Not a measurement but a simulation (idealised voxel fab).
Presented below is a process module, voxel spacer lines.
It is cross-section cut that appears here, measuring 185 nm in width, its square cells being 5 nm in size.
If you're reading a cross-section in this doc, picture square cells in a grid; it comes to you as bands, top ones listed first down to the bottom, and a band can be one or more rows of cells. This entry defines a band. It first specifies the height of the band's top and the height of its bottom in nm, and then specifies the band's materials from left to right, stating each material with its width in nm. The word "full width" identifies a single material that fills the band from edge to edge, while the word "empty" identifies empty space. We count height from 0. Below that, the starting wafer is all one material. The lowest band never ends at the bottom but goes on down; see "0 -> down" for how that is written. Width: "30 to 40" (first number = top row, second number = bottom row, same change from row to row of cells). Step marked "changes: none"? Then no cell in the cross-section changed in it. Empty spaces without an open route to the top, at least 8 cells in extent, make up the entry "Trapped voids"; each is given as width x height at distance, where the distance is measured from the left edge, and all are in nm. On a step's line, text after the settings is the simulator commenting on that step. A step line may carry the setting "overlay nm", which, for steps involving a mask, states the distance by which the mask lay to the right of its intended position; negative values denote displacement to the left.

**Planned process steps**
1) RECEIVE,material Si
2) CONFORMAL_DEP,material Al2O3,thk nm 10
3) DIRECTIONAL_DEP,material SiN,thk nm 10
4) DIRECTIONAL_DEP,material polySi,thk nm 30
5) PATTERN,tone cover,mask id MANDREL,material resist,width nm 20,pitch nm 60,thk nm 40,overlay nm 0
6) DIRECTIONAL_ETCH,etch materials polySi,depth nm 30
7) STRIP,etch materials resist
8) CONFORMAL_DEP,material SiO2,thk nm 10
9) DIRECTIONAL_ETCH,etch materials SiO2,depth nm 10
10) STRIP,etch materials polySi
11) DIRECTIONAL_ETCH,etch materials SiN,depth nm 10
12) STRIP,etch materials SiO2

**Cross-section of the incoming wafer, state after step 1**
  0 -> down | Si full width
  Trapped voids: none

**First of two wafers, end-of-module section, run followed plan**
  20 -> 10 | 10 of empty / 10 of SiN / 20 of empty / 10 of SiN / 20 of empty / 10 of SiN / 20 of empty / 10 of SiN / 20 of empty / 10 of SiN / 20 of empty / 10 of SiN / 15 of empty
  10 -> 0 | Al2O3 full width
  0 -> down | Si full width
  Trapped voids: none

**Now the second wafer, cross-sectioned at the end of the module. Nothing different at the start, nothing different in the plan compared with the first, just one mistake when it was actually run**
  10 -> 0 | 10 of empty / 10 of SiN / 20 of empty / 10 of SiN / 20 of empty / 10 of SiN / 20 of empty / 10 of SiN / 20 of empty / 10 of SiN / 20 of empty / 10 of SiN / 15 of empty
  0 -> down | Si full width
  Trapped voids: none
Plan not followed: plan step 2: skipped, not run
End check, counted in cells, second wafer has more or fewer of these materials than the first: -74 Al2O3
